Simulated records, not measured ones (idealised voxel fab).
The following is a process module called voxel capacitor over wiring.
The figure presents cross-section cut, which has a width of 215 nm and is divided into square cells with an edge length of 5 nm.
Heads up, the way a cross-section reads in here is a grid of square cells, handed over as bands from the top down, with every band being one or more rows of cells. Heights first: top, then bottom, in nm. Then materials, left to right, each with a width in nm. "all across" on a single material: fills the band edge to edge. "empty": empty space. Height 0 is the level under which the wafer as received is all one material. The lowest band goes on downwards, as in "z 0 and below". Note: "30 to 40" means the width goes from the first number (top row of the band) to the second number (bottom row) in equal steps per row of cells. You'll sometimes find "no modification" written for a step, and that's the way of saying that nowhere in the cross-section did a cell change during that step. If an empty space has no open way to the top and is at least 8 cells in size, "Enclosed empty spaces" lists it, written width x height at distance, where distance is measured from the left edge and every value is in nm. If you see something after the settings on a step's line, that's the simulator's own remark about that step. Among the settings permitted on a step's line is "overlay nm"; applied to a step with a mask, it specifies the extent to which the mask lay to the right of its planned position, whereas a negative figure signifies a position to the left.
The process steps that were planned are listed below:
- 1: RECEIVE with material Si
- 2: CONFORMAL_DEP with material SiO2, thk nm 15
- 3: DIRECTIONAL_DEP with material TiN, thk nm 5
- 4: DIRECTIONAL_DEP with material W, thk nm 20
- 5: MASKED_ETCH with tone cover, mask id METAL_1, width nm 20, pitch nm 90, etch materials W, depth nm 20, overlay nm 0
- 6: MASKED_ETCH with tone cover, mask id METAL_1, width nm 20, pitch nm 90, etch materials TiN, depth nm 5, overlay nm 0
- 7: FILL_DEP with material SiO2, thk nm 10
- 8: CMP with height nm 40
- 9: CONFORMAL_DEP with material SiCN, thk nm 5
- 10: DIRECTIONAL_DEP with material SiO2, thk nm 15
- 11: MASKED_ETCH with tone open, mask id PLUG_1, width nm 15, etch materials SiO2, depth nm 15, overlay nm 0
- 12: MASKED_ETCH with tone open, mask id PLUG_1, width nm 15, etch materials SiCN, depth nm 5, overlay nm 0
- 13: CONFORMAL_DEP with material TiN, thk nm 5
- 14: FILL_DEP with material Ru, thk nm 5
- 15: CMP with height nm 60
- 16: DIRECTIONAL_DEP with material TiN, thk nm 5
- 17: DIRECTIONAL_DEP with material HfO2, thk nm 5
- 18: DIRECTIONAL_DEP with material TiN, thk nm 5
- 19: PATTERN with tone cover, mask id UPPER_PLATE, material resist, width nm 75, thk nm 20, overlay nm 0
- 20: DIRECTIONAL_ETCH with etch materials TiN, depth nm 5
- 21: DIRECTIONAL_ETCH with etch materials HfO2, depth nm 5
- 22: STRIP with etch materials resist
- 23: MASKED_ETCH with tone cover, mask id LOWER_PLATE, width nm 85, etch materials TiN, depth nm 5, overlay nm 0
- 24: FILL_DEP with material SiO2, thk nm 15
- 25: CMP with height nm 85
- 26: MASKED_ETCH with tone open, mask id PLUG_2, width nm 15, etch materials SiO2, depth nm 10, overlay nm 0
- 27: CONFORMAL_DEP with material TiN, thk nm 5
- 28: FILL_DEP with material W, thk nm 10
- 29: CMP with height nm 85
- 30: CONFORMAL_DEP with material SiN, thk nm 5
As-received state of the wafer in cross-section, equivalent to post-step 1:
    z 0 and below | Si all across
    Enclosed empty spaces: none
End-of-module cross-section of the first of two wafers, processed as planned:
    z 90 to 85 | SiN all across
    z 85 to 80 | SiO2=65 / TiN=5 / W=5 / TiN=5 / SiO2=135
    z 80 to 70 | SiO2=65 to 55 / TiN=15 to 75 / SiO2=135 to 85
    z 70 to 65 | SiO2=55 / HfO2=75 / SiO2=85
    z 65 to 60 | SiO2=50 / TiN=85 / SiO2=80
    z 60 to 45 | SiO2=55 / TiN=5 / Ru=5 / TiN=5 / SiO2=145
    z 45 to 40 | SiCN=55 / TiN=15 / SiCN=145
    z 40 to 20 | SiO2=50 / W=20 / SiO2=70 / W=20 / SiO2=55
    z 20 to 15 | SiO2=50 / TiN=20 / SiO2=70 / TiN=20 / SiO2=55
    z 15 to 0 | SiO2 all across
    z 0 and below | Si all across
    Enclosed empty spaces: none
Same start, same plan as the first wafer - but one mistake in the run. Cross-section of the second of the two at the end of the module:
    z 90 to 85 | SiN all across
    z 85 to 80 | SiO2=55 / TiN=75 / SiO2=85
    z 80 to 75 | SiO2=55 / HfO2=75 / SiO2=85
    z 75 to 70 | SiO2=50 / TiN=85 / SiO2=80
    z 70 to 60 | TiN all across
    z 60 to 45 | SiO2=55 / TiN=5 / Ru=5 / TiN=5 / SiO2=145
    z 45 to 40 | SiCN=55 / TiN=15 / SiCN=145
    z 40 to 20 | SiO2=50 / W=20 / SiO2=70 / W=20 / SiO2=55
    z 20 to 15 | SiO2=50 / TiN=20 / SiO2=70 / TiN=20 / SiO2=55
    z 15 to 0 | SiO2 all across
    z 0 and below | Si all across
    Enclosed empty spaces: none
What went wrong in running the wafer? for step 16, the planned setting was not used; the step was instead run as DIRECTIONAL_DEP with material TiN, thk nm 15
FYI, end of process, the second wafer has more or fewer cells of some materials than the first: 80 fewer of SiO2, 81 more of TiN, 1 fewer of W
